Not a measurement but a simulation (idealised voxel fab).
voxel wiring stack: a process module
195 nm wide, 5 nm square cells: that's cross-section cut.
Cross-section, as written here: a square-cell grid given band by band from the top down, where a band holds one or more rows of cells. Read a band's entry like this: the first values are the height of its top and the height of its bottom in nm, and what follows is the sequence of materials from left to right, each with its width in nm. Note that "blank" is empty space, and that a single material marked "throughout" reaches across the band from edge to edge. Height reference: 0 = level under which incoming wafer is all one material. Lowest band: no bottom, runs on downward, e.g. "0 -> down". Width: "30->40" (first number = top row, second number = bottom row, same change from row to row of cells). "nothing changed" -> step changed no cross-section cell. Empty spaces counting at least 8 cells and having no open way to the top are listed in "Closed void entries". The notation width x height at distance is used for each, the distance being from the left edge and all three values in nm. Post-settings text on a step line: simulator's own remark regarding the step. overlay nm: mask right of planned place by this much (step with mask). Neg. = left.

Planned step list for the process
step 1: RECEIVE, material Si
step 2: CONFORMAL_DEP, material SiO2, thk nm 15
step 3: CONFORMAL_DEP, material SiCN, thk nm 5
step 4: DIRECTIONAL_DEP, material lowk, thk nm 20
step 5: MASKED_ETCH, tone open, mask id METAL_1, width nm 25, pitch nm 40, etch materials lowk, depth nm 20, overlay nm 0
step 6: MASKED_ETCH, tone open, mask id METAL_1, width nm 25, pitch nm 40, etch materials SiCN, depth nm 5, overlay nm 0
step 7: CONFORMAL_DEP, material TiN, thk nm 5
step 8: FILL_DEP, material Cu, thk nm 10
step 9: CMP, height nm 40
step 10: EPI, material Ru, thk nm 5
step 11: FILL_DEP, material SiCN, thk nm 5
step 12: DIRECTIONAL_DEP, material lowk, thk nm 25
step 13: DIRECTIONAL_DEP, material aC, thk nm 15
step 14: PATTERN, tone open, mask id METAL_2, material resist, width nm 25, pitch nm 40, thk nm 35, overlay nm 0
step 15: DIRECTIONAL_ETCH, etch materials aC, depth nm 15
step 16: STRIP, etch materials resist
step 17: DIRECTIONAL_ETCH, etch materials lowk, depth nm 15
step 18: STRIP, etch materials aC
step 19: PATTERN, tone open, mask id METAL_2_HOLES, material resist, width nm 15, pitch nm 40, thk nm 20, overlay nm 0
step 20: DIRECTIONAL_ETCH, etch materials lowk, depth nm 10
step 21: DIRECTIONAL_ETCH, etch materials SiCN, depth nm 5
step 22: STRIP, etch materials resist
step 23: CONFORMAL_DEP, material TiN, thk nm 5
step 24: FILL_DEP, material Cu, thk nm 10
step 25: CMP, height nm 75
step 26: CONFORMAL_DEP, material SiCN, thk nm 5

Here's what the wafer looked like in cross-section when it arrived - that's after step 1
> 0 -> down: Si throughout
> Closed void entries: none

Here's the wafer cut in cross-section after the module, started and planned just like above, except one thing was done wrong in the run
> 80 -> 75: SiCN throughout
> 75 -> 65: 65 nm lowk / 5 nm TiN / 15 nm Cu / 5 nm TiN / 15 nm lowk / 5 nm TiN / 15 nm Cu / 5 nm TiN / 65 nm lowk
> 65 -> 60: 65 nm lowk / 5 nm TiN / 5 nm Cu / 15 nm TiN / 15 nm lowk / 5 nm TiN / 5 nm Cu / 15 nm TiN / 65 nm lowk
> 60 -> 50: 65 nm lowk / 5 nm TiN / 5 nm Cu / 5 nm TiN / 25 nm lowk / 5 nm TiN / 5 nm Cu / 5 nm TiN / 75 nm lowk
> 50 -> 45: 65 nm SiCN / 15 nm TiN / 25 nm SiCN / 15 nm TiN / 75 nm SiCN
> 45 -> 40: 60 nm SiCN / 35 nm Ru / 5 nm SiCN / 35 nm Ru / 60 nm SiCN
> 40 -> 35: 65 nm lowk / 5 nm TiN / 15 nm Cu / 5 nm TiN / 15 nm lowk / 5 nm TiN / 15 nm Cu / 5 nm TiN / 65 nm lowk
> 35 -> 30: 65 nm SiCN / 25 nm TiN / 15 nm SiCN / 25 nm TiN / 65 nm SiCN
> 30 -> 0: SiO2 throughout
> 0 -> down: Si throughout
> Closed void entries: none
what went wrong: step 2 was run twice
